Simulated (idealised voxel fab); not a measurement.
voxel plated lines: a process module
Cross-sectional view cut (width: 260 nm; square cell size: 5 nm).
In this document a cross-section is written as a grid of square cells. It is given as a series of bands, listed from the top down, and a band is one or more rows of cells.
In this notation a band is specified by the heights of its top and bottom, in that order and in nm, after which its materials appear from left to right, each paired with its width in nm. The word "edge to edge" attached to a single material means that material fills the band from edge to edge; the word "empty" stands for empty space.
Heads up on the height convention: 0 is the point under which the incoming wafer is all one material, and the lowest band has no bottom, it just keeps going down, like "0 down".
Width spec "30..40" -> top row of cells at first value, bottom row at second value, equal per-row change in between.
"no alteration", as given for a step, is the statement that not any cell of the cross-section underwent a change during that step.
Closed empty spaces (no open way to the top) of 8 cells or more are what "Closed-off voids" lists, each as width x height at distance from the left edge, nm for all three.
Where a step's line continues beyond its settings, the continuation is a remark by the simulator itself on that step.
The "overlay nm" setting may appear on a step's line; for a step that uses a mask, it gives how far to the right of its planned position the mask lay, and a negative value indicates the left.

Process steps (planned)
1: RECEIVE,material Si
2: CONFORMAL_DEP,material Al2O3,thk nm 10
3: DIRECTIONAL_DEP,material TiN,thk nm 5
4: PATTERN,tone open,mask id LINES,material resist,width nm 20,pitch nm 40,thk nm 35,overlay nm 0
5: EPI,material Ru,thk nm 10
6: EPI,material Ru,thk nm 5
7: EPI,material Ru,thk nm 10
8: STRIP,etch materials resist
9: DIRECTIONAL_ETCH,etch materials TiN,depth nm 5
10: CONFORMAL_DEP,material SiO2,thk nm 10

The first of a set of two wafers, run to plan

Cross-sectional view of the wafer in its as-received condition, corresponding to the state after step 1
* 0 down  Si edge to edge
* Closed-off voids: none

Presented here is a cross-section of the wafer after step 2 has been performed
* 10 to 0  Al2O3 edge to edge
* For the remainder of the cross-section, below 0, there is no change.

Presented here is a cross-section of the wafer after step 3 has been performed
* 15 to 10  TiN edge to edge
* For the remainder of the cross-section, below 10, there is no change.

Presented here is a cross-section of the wafer after step 4 has been performed
* 50 to 15  resist=60 | empty=20 | resist=20 | empty=20 | resist=20 | empty=20 | resist=20 | empty=20 | resist=60
* For the remainder of the cross-section, below 15, there is no change.

Presented here is a cross-section of the wafer after step 5 has been performed
* 50 to 25  resist=60 | empty=20 | resist=20 | empty=20 | resist=20 | empty=20 | resist=20 | empty=20 | resist=60
* 25 to 15  resist=60 | Ru=20 | resist=20 | Ru=20 | resist=20 | Ru=20 | resist=20 | Ru=20 | resist=60
* For the remainder of the cross-section, below 15, there is no change.

Presented here is a cross-section of the wafer after step 6 has been performed
* 50 to 30  resist=60 | empty=20 | resist=20 | empty=20 | resist=20 | empty=20 | resist=20 | empty=20 | resist=60
* 30 to 15  resist=60 | Ru=20 | resist=20 | Ru=20 | resist=20 | Ru=20 | resist=20 | Ru=20 | resist=60
* For the remainder of the cross-section, below 15, there is no change.

Presented here is a cross-section of the wafer after step 7 has been performed
* 50 to 40  resist=60 | empty=20 | resist=20 | empty=20 | resist=20 | empty=20 | resist=20 | empty=20 | resist=60
* 40 to 15  resist=60 | Ru=20 | resist=20 | Ru=20 | resist=20 | Ru=20 | resist=20 | Ru=20 | resist=60
* For the remainder of the cross-section, below 15, there is no change.

Presented here is a cross-section of the wafer after step 8 has been performed
* 40 to 15  empty=60 | Ru=20 | empty=20 | Ru=20 | empty=20 | Ru=20 | empty=20 | Ru=20 | empty=60
* For the remainder of the cross-section, below 15, there is no change.

Presented here is a cross-section of the wafer after step 9 has been performed
* 40 to 15  empty=60 | Ru=20 | empty=20 | Ru=20 | empty=20 | Ru=20 | empty=20 | Ru=20 | empty=60
* 15 to 10  empty=60 | TiN=20 | empty=20 | TiN=20 | empty=20 | TiN=20 | empty=20 | TiN=20 | empty=60
* For the remainder of the cross-section, below 10, there is no change.

Presented here is a cross-section of the wafer after step 10 has been performed
* 50 to 40  empty=50 | SiO2=160 | empty=50
* 40 to 20  empty=50 | SiO2=10 | Ru=20 | SiO2=20 | Ru=20 | SiO2=20 | Ru=20 | SiO2=20 | Ru=20 | SiO2=10 | empty=50
* 20 to 15  SiO2=60 | Ru=20 | SiO2=20 | Ru=20 | SiO2=20 | Ru=20 | SiO2=20 | Ru=20 | SiO2=60
* 15 to 10  SiO2=60 | TiN=20 | SiO2=20 | TiN=20 | SiO2=20 | TiN=20 | SiO2=20 | TiN=20 | SiO2=60
* For the remainder of the cross-section, below 10, there is no change.

Here the second wafer is described. Its start and its plan were those of the first wafer. Its run contained one mistake. Up to and including step 3, it did exactly what the first wafer did

The second wafer cut through, at the time step 4 was supposed to be finished
* 50 to 15  resist=65 | empty=20 | resist=20 | empty=20 | resist=20 | empty=20 | resist=20 | empty=20 | resist=55
* For the remainder of the cross-section, below 15, there is no change.

The second wafer cut through, at the time step 5 was supposed to be finished
* 50 to 25  resist=65 | empty=20 | resist=20 | empty=20 | resist=20 | empty=20 | resist=20 | empty=20 | resist=55
* 25 to 15  resist=65 | Ru=20 | resist=20 | Ru=20 | resist=20 | Ru=20 | resist=20 | Ru=20 | resist=55
* For the remainder of the cross-section, below 15, there is no change.

The second wafer cut through, at the time step 6 was supposed to be finished
* 50 to 30  resist=65 | empty=20 | resist=20 | empty=20 | resist=20 | empty=20 | resist=20 | empty=20 | resist=55
* 30 to 15  resist=65 | Ru=20 | resist=20 | Ru=20 | resist=20 | Ru=20 | resist=20 | Ru=20 | resist=55
* For the remainder of the cross-section, below 15, there is no change.

The second wafer cut through, at the time step 7 was supposed to be finished
* 50 to 40  resist=65 | empty=20 | resist=20 | empty=20 | resist=20 | empty=20 | resist=20 | empty=20 | resist=55
* 40 to 15  resist=65 | Ru=20 | resist=20 | Ru=20 | resist=20 | Ru=20 | resist=20 | Ru=20 | resist=55
* For the remainder of the cross-section, below 15, there is no change.

The second wafer cut through, at the time step 8 was supposed to be finished
* 40 to 15  empty=65 | Ru=20 | empty=20 | Ru=20 | empty=20 | Ru=20 | empty=20 | Ru=20 | empty=55
* For the remainder of the cross-section, below 15, there is no change.

The second wafer cut through, at the time step 9 was supposed to be finished
* 40 to 15  empty=65 | Ru=20 | empty=20 | Ru=20 | empty=20 | Ru=20 | empty=20 | Ru=20 | empty=55
* 15 to 10  empty=65 | TiN=20 | empty=20 | TiN=20 | empty=20 | TiN=20 | empty=20 | TiN=20 | empty=55
* For the remainder of the cross-section, below 10, there is no change.

The second wafer cut through, at the time step 10 was supposed to be finished
* 50 to 40  empty=55 | SiO2=160 | empty=45
* 40 to 20  empty=55 | SiO2=10 | Ru=20 | SiO2=20 | Ru=20 | SiO2=20 | Ru=20 | SiO2=20 | Ru=20 | SiO2=10 | empty=45
* 20 to 15  SiO2=65 | Ru=20 | SiO2=20 | Ru=20 | SiO2=20 | Ru=20 | SiO2=20 | Ru=20 | SiO2=55
* 15 to 10  SiO2=65 | TiN=20 | SiO2=20 | TiN=20 | SiO2=20 | TiN=20 | SiO2=20 | TiN=20 | SiO2=55
* For the remainder of the cross-section, below 10, there is no change.
Run error: step 4 did not use the planned setting and instead ran as PATTERN,tone open,mask id LINES,material resist,width nm 20,pitch nm 40,thk nm 35,overlay nm 5
Same inventory, different map: at the end, the second wafer holds as many cells of each material as the first, placed elsewhere.
